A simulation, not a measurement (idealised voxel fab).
A process module follows: voxel fin reveal.
The cross-section on display is named cut; it measures 160 nm wide, and its cells are 5 nm squares.
Just so we're on the same page, the cross-sections are grids of square cells, and they're listed out in bands top to bottom, each band one or more rows deep.
Heads up on the band format: heights come first, top then bottom, in nm. After that it's the materials left to right, each with its width in nm. A single material flagged "full width" fills the whole band edge to edge, and "empty" means there's empty space there.
Heights from 0 (as-received wafer is one material below). Bottom band endless downward, as "0..down".
Width: "30..40" (first number = top row, second number = bottom row, same change from row to row of cells).
When a step is marked "remains unaltered", none of the cells in the cross-section changed during that step.
So "Closed void catalog" is basically the list of trapped voids: any empty space of 8 cells or more that can't reach the top through an opening. They're written width x height at distance, the distance being from the left edge, and it's all nm.
Past the settings on a step's line: simulator remark, on that step.
The setting "overlay nm" may be written on the line of a step. When the step uses a mask, the value reports how far to the right of the planned place the mask lay, and a negative value reports that it lay to the left.
The planned process steps are enumerated hereunder
1) RECEIVE (material Si)
2) CONFORMAL_DEP (material SiN; thk nm 5)
3) PATTERN (tone cover; mask id FINS; material resist; width nm 15; pitch nm 35; thk nm 20; overlay nm 0)
4) DIRECTIONAL_ETCH (etch materials SiN; depth nm 5)
5) DIRECTIONAL_ETCH (etch materials Si; depth nm 40)
6) STRIP (etch materials resist)
7) FILL_DEP (material SiO2; thk nm 15)
8) CMP (height nm 5)
9) SELECTIVE_ETCH (etch materials SiO2; depth nm 35)
10) STRIP (etch materials SiN)
Incoming wafer, cross-sectional view, post step 1
* 0..down | Si full width
* Closed void catalog: none
First of two wafers, end-of-module section, run followed plan
* 0..-30 | empty (35)  Si (15)  empty (20)  Si (15)  empty (20)  Si (15)  empty (40)
* -30..-40 | SiO2 (35)  Si (15)  SiO2 (20)  Si (15)  SiO2 (20)  Si (15)  SiO2 (40)
* -40..down | Si full width
* Closed void catalog: none
Presented here is a cross-section of the second of the two wafers as it stood at the end of the module. It was started in the same manner and assigned the same plan as the first wafer; however, one mistake was made in its execution
* 0..-30 | empty (45)  Si (15)  empty (20)  Si (15)  empty (20)  Si (15)  empty (30)
* -30..-40 | SiO2 (45)  Si (15)  SiO2 (20)  Si (15)  SiO2 (20)  Si (15)  SiO2 (30)
* -40..down | Si full width
* Closed void catalog: none
Diagnosis: step 3: run off-plan, actual operation and settings PATTERN (tone cover; mask id FINS; material resist; width nm 15; pitch nm 35; thk nm 20; overlay nm 10)
Heads up: at the end the two wafers have identical cell counts per material, they're just laid out differently.
